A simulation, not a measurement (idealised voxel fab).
The document below concerns the process module designated voxel lift off.
Shown is cross-section cut, with a width of 260 nm and square cells of size 5 nm.
How to read a cross-section here: the picture is a grid of square cells, written as bands going from the top down, and any band can span one or more rows of cells.
This entry defines a band. It first specifies the height of the band's top and the height of its bottom in nm, and then specifies the band's materials from left to right, stating each material with its width in nm. The word "all across" identifies a single material that fills the band from edge to edge, while the word "blank" identifies empty space.
The level at which height equals 0 is the one under which the wafer, as it arrives, is entirely one material. No lower edge exists for the bottom band, which continues downward and is notated as in "z 0 and below".
Quick explanation for "30 to 40": the width changes in equal steps down the rows of cells, from the first number in the band's top row to the second number in its bottom row.
You'll sometimes find "no alterations made" written for a step, and that's the way of saying that nowhere in the cross-section did a cell change during that step.
This entry, "Voids, fully enclosed", enumerates those empty regions of no fewer than 8 cells that possess no open connection to the top. Each region is reported in the form width x height at distance, the distance being taken from the left edge, with all three quantities expressed in nm.
Read whatever lies past the settings on a step's line as the simulator's own remark about the step.
The "overlay nm" setting may appear on a step's line; for a step that uses a mask, it gives how far to the right of its planned position the mask lay, and a negative value indicates the left.

**Process steps - plan**
1 RECEIVE | material Si
2 CONFORMAL_DEP | material SiO2 | thk nm 5
3 PATTERN | tone open | mask id LINES | material resist | width nm 25 | pitch nm 45 | thk nm 20 | overlay nm 0
4 DIRECTIONAL_DEP | material Ru | thk nm 10
5 STRIP | etch materials resist
6 CONFORMAL_DEP | material SiCN | thk nm 10

**Cross-section: wafer on arrival = after step 1**
  z 0 and below = Si all across
  Voids, fully enclosed: none

**Cross-section taken at module completion on the first of two wafers; processed per the plan**
  z 25 to 15 = blank 60 nm; SiCN 135 nm; blank 65 nm
  z 15 to 5 = SiCN 70 nm; Ru 25 nm; SiCN 20 nm; Ru 25 nm; SiCN 20 nm; Ru 25 nm; SiCN 75 nm
  z 5 to 0 = SiO2 all across
  z 0 and below = Si all across
  Voids, fully enclosed: none

**Cross-section, second wafer: same start as the first, same plan as the first, one mistake in running it; taken at the end of the module**
  z 20 to 15 = blank 65 nm; SiCN 35 nm; blank 10 nm; SiCN 35 nm; blank 10 nm; SiCN 35 nm; blank 70 nm
  z 15 to 10 = blank 65 nm; SiCN 5 nm; Ru 25 nm; SiCN 5 nm; blank 10 nm; SiCN 5 nm; Ru 25 nm; SiCN 5 nm; blank 10 nm; SiCN 5 nm; Ru 25 nm; SiCN 5 nm; blank 70 nm
  z 10 to 5 = SiCN 70 nm; Ru 25 nm; SiCN 20 nm; Ru 25 nm; SiCN 20 nm; Ru 25 nm; SiCN 75 nm
  z 5 to 0 = SiO2 all across
  z 0 and below = Si all across
  Voids, fully enclosed: none
Error vs. plan: rather than as planned, step 6 actually ran as CONFORMAL_DEP | material SiCN | thk nm 5
Wafer comparison, final, in cells, second relative to first, materials more or fewer: 64 fewer of SiCN
